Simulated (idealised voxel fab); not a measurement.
Module name: voxel self aligned vias (process module)
Section shown: cut. Width: 180 nm. Cell size: 5 nm, square.
When this document writes out a cross-section, it uses a grid of square cells and lists it as bands, beginning at the top and moving down, with a band standing for one or more rows of cells.
This entry defines a band. It first specifies the height of the band's top and the height of its bottom in nm, and then specifies the band's materials from left to right, stating each material with its width in nm. The word "throughout" identifies a single material that fills the band from edge to edge, while the word "blank" identifies empty space.
Heights from 0 (as-received wafer is one material below). Bottom band endless downward, as "0 and below".
Graded width ("30->40"): value in top row of band = first number; value in bottom row = second number; row-to-row change constant.
When a step is marked "no alterations made", none of the cells in the cross-section changed during that step.
Entry "Unvented voids". Content: empty spaces with no open connection to the top, size 8 cells or greater. Each: width x height at distance. Distance: from left edge. Unit: nm.
The remark found on a step's line after its settings is issued by the simulator itself and pertains to that step.
overlay nm: step with mask; distance mask lay right of planned place; negative value = left of planned place.

BELOW IS THE LIST OF PLANNED PROCESS STEPS
step 1: RECEIVE, material Si
step 2: CONFORMAL_DEP, material SiO2, thk nm 15
step 3: CONFORMAL_DEP, material SiCN, thk nm 5
step 4: DIRECTIONAL_DEP, material SiO2, thk nm 25
step 5: PATTERN, tone open, mask id LINES, material resist, width nm 20, pitch nm 70, thk nm 20, overlay nm 0
step 6: DIRECTIONAL_ETCH, etch materials SiO2, depth nm 25
step 7: STRIP, etch materials resist
step 8: CONFORMAL_DEP, material TiN, thk nm 5
step 9: FILL_DEP, material Ru, thk nm 5
step 10: CMP, height nm 45
step 11: SELECTIVE_ETCH, etch materials W Ru TiN, depth nm 5
step 12: FILL_DEP, material SiN, thk nm 5
step 13: CMP, height nm 45
step 14: DIRECTIONAL_DEP, material SiO2, thk nm 15
step 15: PATTERN, tone open, mask id VIAS, material resist, width nm 40, pitch nm 70, thk nm 20, overlay nm 0
step 16: DIRECTIONAL_ETCH, etch materials SiO2, depth nm 15
step 17: DIRECTIONAL_ETCH, etch materials SiN, depth nm 5
step 18: STRIP, etch materials resist
step 19: CONFORMAL_DEP, material TiN, thk nm 5
step 20: FILL_DEP, material Cu, thk nm 10
step 21: CMP, height nm 60
step 22: CONFORMAL_DEP, material SiN, thk nm 5

SO THIS IS THE INCOMING WAFER IN CROSS-SECTION - IT'S ALREADY BEEN THROUGH STEP 1
> 0 and below: Si throughout
> Unvented voids: none

FIRST WAFER OF TWO, SECTIONED AT END OF MODULE; RUN WENT PER PLAN
> 65 down to 60: SiN throughout
> 60 down to 50: SiO2: 35  TiN: 5  Cu: 30  TiN: 5  SiO2: 30  TiN: 5  Cu: 30  TiN: 5  SiO2: 35
> 50 down to 45: SiO2: 35  TiN: 15  Cu: 10  TiN: 15  SiO2: 30  TiN: 15  Cu: 10  TiN: 15  SiO2: 35
> 45 down to 40: SiO2: 45  TiN: 20  SiO2: 50  TiN: 20  SiO2: 45
> 40 down to 25: SiO2: 45  TiN: 5  Ru: 10  TiN: 5  SiO2: 50  TiN: 5  Ru: 10  TiN: 5  SiO2: 45
> 25 down to 20: SiO2: 45  TiN: 20  SiO2: 50  TiN: 20  SiO2: 45
> 20 down to 15: SiCN throughout
> 15 down to 0: SiO2 throughout
> 0 and below: Si throughout
> Unvented voids: none

CROSS-SECTION AT END OF MODULE FOR THE SECOND WAFER OF TWO, WHICH MATCHED THE FIRST IN STARTING POINT AND PLAN AND DIFFERED BY ONE MISTAKE IN ITS PROCESSING
> 65 down to 60: SiN throughout
> 60 down to 50: SiO2: 30  TiN: 5  Cu: 30  TiN: 5  SiO2: 30  TiN: 5  Cu: 30  TiN: 5  SiO2: 40
> 50 down to 45: SiO2: 30  TiN: 20  Cu: 10  TiN: 10  SiO2: 30  TiN: 20  Cu: 10  TiN: 10  SiO2: 40
> 45 down to 40: SiO2: 45  TiN: 20  SiO2: 50  TiN: 20  SiO2: 45
> 40 down to 25: SiO2: 45  TiN: 5  Ru: 10  TiN: 5  SiO2: 50  TiN: 5  Ru: 10  TiN: 5  SiO2: 45
> 25 down to 20: SiO2: 45  TiN: 20  SiO2: 50  TiN: 20  SiO2: 45
> 20 down to 15: SiCN throughout
> 15 down to 0: SiO2 throughout
> 0 and below: Si throughout
> Unvented voids: none
Misprocessing identified: step 15 ran as: PATTERN, tone open, mask id VIAS, material resist, width nm 40, pitch nm 70, thk nm 20, overlay nm -5
At the close, every material occupies the same number of cells on the second wafer as on the first, only in different positions.
